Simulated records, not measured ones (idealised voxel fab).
process module | voxel gate over fins
cross-section cut | 260 nm wide | cells 5 nm
A cross-section is a grid of square cells, given in bands from the top down. A band is one or more rows of cells.
Each band's line starts with the height of the band's top and of its bottom, in nm. Then come its materials from left to right, each with its width in nm. One material with "throughout" fills the band from edge to edge. "air" is empty space.
Height 0 is the level under which the wafer as received is all one material. The lowest band goes on downwards, as in "0 down".
A width such as "30 to 40" changes by the same amount from each row of cells to the next, from the band's top row to its bottom row.
"no change" after a step means that no cell of the cross-section changed.
closed voids: empty space of 8 cells or more with no open way to the top, each as width x height at its distance from the left edge, in nm
after a step's settings: what the simulator itself notes on the step
overlay nm, on a step with a mask: how far to the right of its planned place the mask lay; to the left if negative
plan
1 op RECEIVE | material Si
2 op CONFORMAL_DEP | material SiN | thk nm 5
3 op MASKED_ETCH | tone cover | mask id FINS | width nm 15 | pitch nm 60 | etch materials SiN | depth nm 5 | overlay nm 0
4 op MASKED_ETCH | tone cover | mask id FINS | width nm 15 | pitch nm 60 | etch materials Si | depth nm 35 | overlay nm -15
5 op OXIDIZE | depth nm 5
6 op FILL_DEP | material SiO2 | thk nm 5
7 op CMP | height nm 5
8 op MASKED_ETCH | tone open | mask id RAIL | width nm 15 | etch materials SiO2 | depth nm 35 | overlay nm 0
9 op CONFORMAL_DEP | material TiN | thk nm 5
10 op FILL_DEP | material Ru | thk nm 10
11 op CMP | height nm 5
12 op SELECTIVE_ETCH | etch materials W Ru TiN | depth nm 20
13 op FILL_DEP | material SiO2 | thk nm 5
14 op CMP | height nm 5
15 op SELECTIVE_ETCH | etch materials SiO2 | depth nm 15
16 op STRIP | etch materials SiN
17 op CONFORMAL_DEP | material HfO2 | thk nm 5
18 op CONFORMAL_DEP | material TiN | thk nm 5
19 op FILL_DEP | material W | thk nm 15
20 op CMP | height nm 20
21 op CONFORMAL_DEP | material SiN | thk nm 10
varied across the wafers: overlay nm of step 4. The plan shows the first wafer's value. All wafers start alike
first wafer as received, after step 1
  0 down: Si throughout
  closed voids: none
each wafer at the end: cells of each material gained (+) or lost (-) since it was received, then its closed voids
overlay nm -15 | +64 HfO2 | +2 Ru | -329 Si | +104 SiN | +231 SiO2 | +71 TiN | +169 W | closed voids: none
overlay nm -10 | +64 HfO2 | +2 Ru | -350 Si | +104 SiN | +249 SiO2 | +71 TiN | +172 W | closed voids: none
overlay nm -5 | +64 HfO2 | +2 Ru | -371 Si | +104 SiN | +267 SiO2 | +71 TiN | +175 W | closed voids: none
overlay nm 0 | +64 HfO2 | +2 Ru | -392 Si | +104 SiN | +285 SiO2 | +71 TiN | +178 W | closed voids: none
overlay nm 5 | +64 HfO2 | +2 Ru | -371 Si | +104 SiN | +267 SiO2 | +71 TiN | +175 W | closed voids: none
overlay nm 10 | +64 HfO2 | +2 Ru | -350 Si | +104 SiN | +249 SiO2 | +71 TiN | +172 W | closed voids: none
overlay nm 15 | +64 HfO2 | +2 Ru | -329 Si | +104 SiN | +231 SiO2 | +71 TiN | +169 W | closed voids: none
